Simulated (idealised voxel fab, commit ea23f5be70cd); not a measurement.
The document below concerns the process module designated voxel wiring stack.
The cross-section on display is named cut; it measures 250 nm wide, and its cells are 5 nm squares.
Cross-sections here: square-cell grids, written as top-down lists of bands, a band being one or more rows of cells.
Heads up on the band format: heights come first, top then bottom, in nm. After that it's the materials left to right, each with its width in nm. A single material flagged "throughout" fills the whole band edge to edge, and "air" means there's empty space there.
Heights are reckoned from 0. Under this level, the received wafer is all of one material. The bottommost band is open-ended downward, for example "from 0 down".
A width given as "30 to 40" starts at the first number in the band's top row and ends at the second number in its bottom row, shifting by an equal amount at every step from row to row.
What does "nothing changed" mean for a step? It means no cell of the cross-section changed in that step.
The entry "Enclosed void list" lists the empty spaces that cover at least 8 cells and have no open path to the top. Each is written as width x height at distance, where the distance is measured from the left edge and all three values are in nm.
If you see something after the settings on a step's line, that's the simulator's own remark about that step.
A step line may carry the setting "overlay nm", which, for steps involving a mask, states the distance by which the mask lay to the right of its intended position; negative values denote displacement to the left.
PLAN
| 1 | RECEIVE | material Si |
| 2 | CONFORMAL_DEP | material SiO2 | thk nm 10 |
| 3 | CONFORMAL_DEP | material SiCN | thk nm 5 |
| 4 | DIRECTIONAL_DEP | material SiO2 | thk nm 15 |
| 5 | DIRECTIONAL_DEP | material aC | thk nm 10 |
| 6 | PATTERN | tone open | mask id METAL_1 | material resist | width nm 20 | pitch nm 35 | thk nm 25 | overlay nm 0 |
| 7 | DIRECTIONAL_ETCH | etch materials aC | depth nm 10 |
| 8 | STRIP | etch materials resist |
| 9 | DIRECTIONAL_ETCH | etch materials SiO2 | depth nm 15 |
| 10 | DIRECTIONAL_ETCH | etch materials SiCN | depth nm 5 |
| 11 | STRIP | etch materials aC |
| 12 | CONFORMAL_DEP | material TiN | thk nm 5 |
| 13 | FILL_DEP | material Cu | thk nm 10 |
| 14 | CMP | height nm 30 |
| 15 | EPI | material Ru | thk nm 5 |
| 16 | FILL_DEP | material SiCN | thk nm 5 |
| 17 | DIRECTIONAL_DEP | material SiO2 | thk nm 15 |
| 18 | DIRECTIONAL_DEP | material aC | thk nm 10 |
| 19 | PATTERN | tone open | mask id PLUG_1 | material resist | width nm 15 | pitch nm 70 | thk nm 25 | overlay nm 0 |
| 20 | DIRECTIONAL_ETCH | etch materials aC | depth nm 10 |
| 21 | STRIP | etch materials resist |
| 22 | DIRECTIONAL_ETCH | etch materials SiO2 | depth nm 15 |
| 23 | DIRECTIONAL_ETCH | etch materials SiCN | depth nm 5 |
| 24 | STRIP | etch materials aC |
| 25 | CONFORMAL_DEP | material TiN | thk nm 5 |
| 26 | FILL_DEP | material W | thk nm 5 |
| 27 | CMP | height nm 55 |
| 28 | DIRECTIONAL_DEP | material TiN | thk nm 5 |
| 29 | DIRECTIONAL_DEP | material W | thk nm 25 |
| 30 | MASKED_ETCH | tone cover | mask id METAL_2 | width nm 20 | pitch nm 35 | etch materials W | depth nm 25 | overlay nm 0 |
| 31 | MASKED_ETCH | tone cover | mask id METAL_2 | width nm 20 | pitch nm 35 | etch materials TiN | depth nm 5 | overlay nm 0 |
| 32 | CONFORMAL_DEP | material SiN | thk nm 5 |
| 33 | FILL_DEP | material SiO2 | thk nm 5 |
| 34 | CMP | height nm 85 |
| 35 | CONFORMAL_DEP | material SiCN | thk nm 5 |
| 36 | DIRECTIONAL_DEP | material lowk | thk nm 25 |
| 37 | DIRECTIONAL_DEP | material aC | thk nm 10 |
| 38 | PATTERN | tone open | mask id METAL_3 | material resist | width nm 20 | pitch nm 35 | thk nm 25 | overlay nm 0 |
| 39 | DIRECTIONAL_ETCH | etch materials aC | depth nm 10 |
| 40 | STRIP | etch materials resist |
| 41 | DIRECTIONAL_ETCH | etch materials lowk | depth nm 15 |
| 42 | STRIP | etch materials aC |
| 43 | PATTERN | tone open | mask id METAL_3_HOLES | material resist | width nm 15 | pitch nm 35 | thk nm 20 | overlay nm 0 |
| 44 | DIRECTIONAL_ETCH | etch materials lowk | depth nm 10 |
| 45 | DIRECTIONAL_ETCH | etch materials SiCN | depth nm 5 |
| 46 | STRIP | etch materials resist |
| 47 | CONFORMAL_DEP | material TiN | thk nm 5 |
| 48 | FILL_DEP | material Cu | thk nm 10 |
| 49 | CMP | height nm 115 |
| 50 | CONFORMAL_DEP | material SiN | thk nm 5 |
CROSS-SECTION: WAFER ON ARRIVAL = AFTER STEP 1
	from 0 down  Si throughout
	Enclosed void list: none
POST-MODULE CROSS-SECTION OF THE FIRST OF TWO WAFERS (RUN PER PLAN)
	from 120 to 115  SiN throughout
	from 115 to 105  lowk 80 | TiN 5 | Cu 10 | TiN 5 | lowk 15 | TiN 5 | Cu 10 | TiN 5 | lowk 15 | TiN 5 | Cu 10 | TiN 5 | lowk 80
	from 105 to 100  lowk 80 | TiN 5 | Cu 5 | TiN 10 | lowk 15 | TiN 5 | Cu 5 | TiN 10 | lowk 15 | TiN 5 | Cu 5 | TiN 10 | lowk 80
	from 100 to 90  lowk 80 | TiN 5 | Cu 5 | TiN 5 | lowk 20 | TiN 5 | Cu 5 | TiN 5 | lowk 20 | TiN 5 | Cu 5 | TiN 5 | lowk 85
	from 90 to 85  SiCN 80 | TiN 15 | SiCN 20 | TiN 15 | SiCN 20 | TiN 15 | SiCN 85
	from 85 to 60  SiO2 75 | SiN 5 | W 20 | SiN 5 | SiO2 5 | SiN 5 | W 20 | SiN 5 | SiO2 5 | SiN 5 | W 20 | SiN 5 | SiO2 75
	from 60 to 55  SiN 80 | TiN 20 | SiN 15 | TiN 20 | SiN 15 | TiN 20 | SiN 80
	from 55 to 40  SiO2 80 | TiN 5 | W 5 | TiN 5 | SiO2 55 | TiN 5 | W 5 | TiN 5 | SiO2 85
	from 40 to 35  SiCN 80 | TiN 15 | SiCN 55 | TiN 15 | SiCN 85
	from 35 to 30  SiCN 75 | Ru 30 | SiCN 5 | Ru 30 | SiCN 5 | Ru 30 | SiCN 75
	from 30 to 15  SiO2 80 | TiN 5 | Cu 10 | TiN 5 | SiO2 15 | TiN 5 | Cu 10 | TiN 5 | SiO2 15 | TiN 5 | Cu 10 | TiN 5 | SiO2 80
	from 15 to 10  SiCN 80 | TiN 20 | SiCN 15 | TiN 20 | SiCN 15 | TiN 20 | SiCN 80
	from 10 to 0  SiO2 throughout
	from 0 down  Si throughout
	Enclosed void list: none
CROSS-SECTION AT END OF MODULE FOR THE SECOND WAFER OF TWO, WHICH MATCHED THE FIRST IN STARTING POINT AND PLAN AND DIFFERED BY ONE MISTAKE IN ITS PROCESSING
	from 120 to 115  SiN throughout
	from 115 to 105  lowk 80 | TiN 5 to 10 | Cu 10 to 5 | TiN 5 | lowk 15 | TiN 5 to 10 | Cu 10 to 5 | TiN 5 | lowk 15 | TiN 5 to 10 | Cu 10 to 5 | TiN 5 | lowk 80
	from 105 to 100  lowk 85 | TiN 15 | lowk 20 | TiN 15 | lowk 20 | TiN 15 | lowk 80
	from 100 to 90  lowk 85 | TiN 10 | lowk 25 | TiN 10 | lowk 25 | TiN 10 | lowk 85
	from 90 to 85  SiCN 85 | TiN 10 | SiCN 25 | TiN 10 | SiCN 25 | TiN 10 | SiCN 85
	from 85 to 60  SiO2 75 | SiN 5 | W 20 | SiN 5 | SiO2 5 | SiN 5 | W 20 | SiN 5 | SiO2 5 | SiN 5 | W 20 | SiN 5 | SiO2 75
	from 60 to 55  SiN 80 | TiN 20 | SiN 15 | TiN 20 | SiN 15 | TiN 20 | SiN 80
	from 55 to 40  SiO2 80 | TiN 5 | W 5 | TiN 5 | SiO2 55 | TiN 5 | W 5 | TiN 5 | SiO2 85
	from 40 to 35  SiCN 80 | TiN 15 | SiCN 55 | TiN 15 | SiCN 85
	from 35 to 30  SiCN 75 | Ru 30 | SiCN 5 | Ru 30 | SiCN 5 | Ru 30 | SiCN 75
	from 30 to 15  SiO2 80 | TiN 5 | Cu 10 | TiN 5 | SiO2 15 | TiN 5 | Cu 10 | TiN 5 | SiO2 15 | TiN 5 | Cu 10 | TiN 5 | SiO2 80
	from 15 to 10  SiCN 80 | TiN 20 | SiCN 15 | TiN 20 | SiCN 15 | TiN 20 | SiCN 80
	from 10 to 0  SiO2 throughout
	from 0 down  Si throughout
	Enclosed void list: none
Nonconformance to the process plan: step 38 deviated from plan and actually ran as PATTERN | tone open | mask id METAL_3 | material resist | width nm 15 | pitch nm 35 | thk nm 25 | overlay nm 0
Counted in cells at the end, the second wafer holds more or fewer of these materials than the first: 12 fewer of Cu; 3 more of SiCN; 9 more of lowk
